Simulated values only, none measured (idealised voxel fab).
process module | voxel self aligned contacts
cross-section cut | 230 nm wide | cells 5 nm
A cross-section is a grid of square cells, given in bands from the top down. A band is one or more rows of cells.
Each band's line starts with the height of the band's top and of its bottom, in nm. Then come its materials from left to right, each with its width in nm. One material with "throughout" fills the band from edge to edge. "air" is empty space.
Height 0 is the level under which the wafer as received is all one material. The lowest band goes on downwards, as in "0 down".
A width such as "30 to 40" changes by the same amount from each row of cells to the next, from the band's top row to its bottom row.
"no change" after a step means that no cell of the cross-section changed.
closed voids: empty space of 8 cells or more with no open way to the top, each as width x height at its distance from the left edge, in nm
after a step's settings: what the simulator itself notes on the step
overlay nm, on a step with a mask: how far to the right of its planned place the mask lay; to the left if negative
plan
1 op RECEIVE | material Si
2 op CONFORMAL_DEP | material SiO2 | thk nm 5
3 op DIRECTIONAL_DEP | material polySi | thk nm 20
4 op DIRECTIONAL_DEP | material SiN | thk nm 15
5 op DIRECTIONAL_DEP | material aC | thk nm 15
6 op PATTERN | tone cover | mask id GATE | material resist | width nm 15 | pitch nm 50 | thk nm 30 | overlay nm 0
7 op DIRECTIONAL_ETCH | etch materials aC | depth nm 15
8 op STRIP | etch materials resist
9 op DIRECTIONAL_ETCH | etch materials SiN | depth nm 15
10 op DIRECTIONAL_ETCH | etch materials polySi | depth nm 20
11 op STRIP | etch materials aC
12 op CONFORMAL_DEP | material SiN | thk nm 5
13 op DIRECTIONAL_ETCH | etch materials SiN | depth nm 5
14 op FILL_DEP | material SiO2 | thk nm 15
15 op CMP | height nm 50
16 op PATTERN | tone open | mask id CONTACT | material resist | width nm 35 | thk nm 15 | overlay nm 0
17 op DIRECTIONAL_ETCH | etch materials SiO2 | depth nm 50
18 op STRIP | etch materials resist
19 op CONFORMAL_DEP | material TiN | thk nm 5
20 op FILL_DEP | material Ru | thk nm 10
21 op CMP | height nm 50
22 op CONFORMAL_DEP | material SiN | thk nm 5
varied across the wafers: width nm of step 6. The plan shows the first wafer's value. All wafers start alike
first wafer as received, after step 1
  0 down: Si throughout
  closed voids: none
first wafer at the end, after step 22
  55 to 50: SiN throughout
  50 to 40: SiO2 95 | TiN 5 to 10 | Ru 25 to 15 | TiN 5 to 10 | SiO2 100
  40 to 25: SiO2 75 | SiN 25 | TiN 5 | Ru 15 | TiN 5 | SiN 25 | SiO2 80
  25 to 5: SiO2 75 | SiN 5 | polySi 15 | SiN 5 | TiN 5 | Ru 15 | TiN 5 | SiN 5 | polySi 15 | SiN 5 | SiO2 80
  5 to 0: SiO2 100 | TiN 25 | SiO2 105
  0 down: Si throughout
  closed voids: none
last wafer at the end
  55 to 50: SiN throughout
  50 to 45: SiO2 95 | TiN 5 | Ru 25 | TiN 5 | SiO2 100
  45 to 40: SiO2 95 | TiN 35 | SiO2 100
  40 to 25: SiO2 65 | SiN 45 | TiN 5 | SiN 45 | SiO2 70
  25 to 5: SiO2 65 | SiN 5 | polySi 35 | SiN 5 | TiN 5 | SiN 5 | polySi 35 | SiN 5 | SiO2 70
  5 to 0: SiO2 110 | TiN 5 | SiO2 115
  0 down: Si throughout
  closed voids: none
each wafer at the end: cells of each material gained (+) or lost (-) since it was received, then its closed voids
width nm 15 | +29 Ru | +92 SiN | +336 SiO2 | +25 TiN | +24 polySi | closed voids: none
width nm 20 | +21 Ru | +98 SiN | +330 SiO2 | +25 TiN | +32 polySi | closed voids: none
width nm 25 | +13 Ru | +104 SiN | +324 SiO2 | +25 TiN | +40 polySi | closed voids: none
width nm 30 | +5 Ru | +110 SiN | +318 SiO2 | +25 TiN | +48 polySi | closed voids: none
width nm 35 | +5 Ru | +116 SiN | +312 SiO2 | +17 TiN | +56 polySi | closed voids: none
